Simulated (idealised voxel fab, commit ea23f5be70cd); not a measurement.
process module | voxel fin reveal
cross-section cut | 140 nm wide | cells 5 nm
A cross-section is a grid of square cells, given in bands from the top down. A band is one or more rows of cells.
Each band's line starts with the height of the band's top and of its bottom, in nm. Then come its materials from left to right, each with its width in nm. One material with "throughout" fills the band from edge to edge. "air" is empty space.
Height 0 is the level under which the wafer as received is all one material. The lowest band goes on downwards, as in "0 down".
A width such as "30 to 40" changes by the same amount from each row of cells to the next, from the band's top row to its bottom row.
"no change" after a step means that no cell of the cross-section changed.
closed voids: empty space of 8 cells or more with no open way to the top, each as width x height at its distance from the left edge, in nm
after a step's settings: what the simulator itself notes on the step
overlay nm, on a step with a mask: how far to the right of its planned place the mask lay; to the left if negative
plan
1 op RECEIVE | material Si
2 op CONFORMAL_DEP | material SiN | thk nm 10
3 op MASKED_ETCH | tone cover | mask id FINS | width nm 15 | pitch nm 35 | etch materials SiN | depth nm 10 | overlay nm 0
4 op MASKED_ETCH | tone cover | mask id FINS | width nm 15 | pitch nm 35 | etch materials Si | depth nm 30 | overlay nm 0
5 op FILL_DEP | material SiO2 | thk nm 5
6 op CMP | height nm 10
7 op SELECTIVE_ETCH | etch materials SiO2 | depth nm 25
8 op STRIP | etch materials SiN
as received, after step 1
  0 down: Si throughout
  closed voids: none
first wafer at the end, as planned
  0 to -15: air 45 | Si 15 | air 20 | Si 15 | air 45
  -15 to -30: SiO2 45 | Si 15 | SiO2 20 | Si 15 | SiO2 45
  -30 down: Si throughout
  closed voids: none
second wafer at the end: like start, like plan, one mistake
  10 to 0: air 45 | SiN 15 | air 20 | SiN 15 | air 45
  0 to -30: air 45 | Si 15 | air 20 | Si 15 | air 45
  -30 down: Si throughout
  closed voids: none
what went wrong: step 8 ran as: op STRIP | etch materials SiO2
at the end the second wafer has, in cells: 12 more of SiN | 66 fewer of SiO2
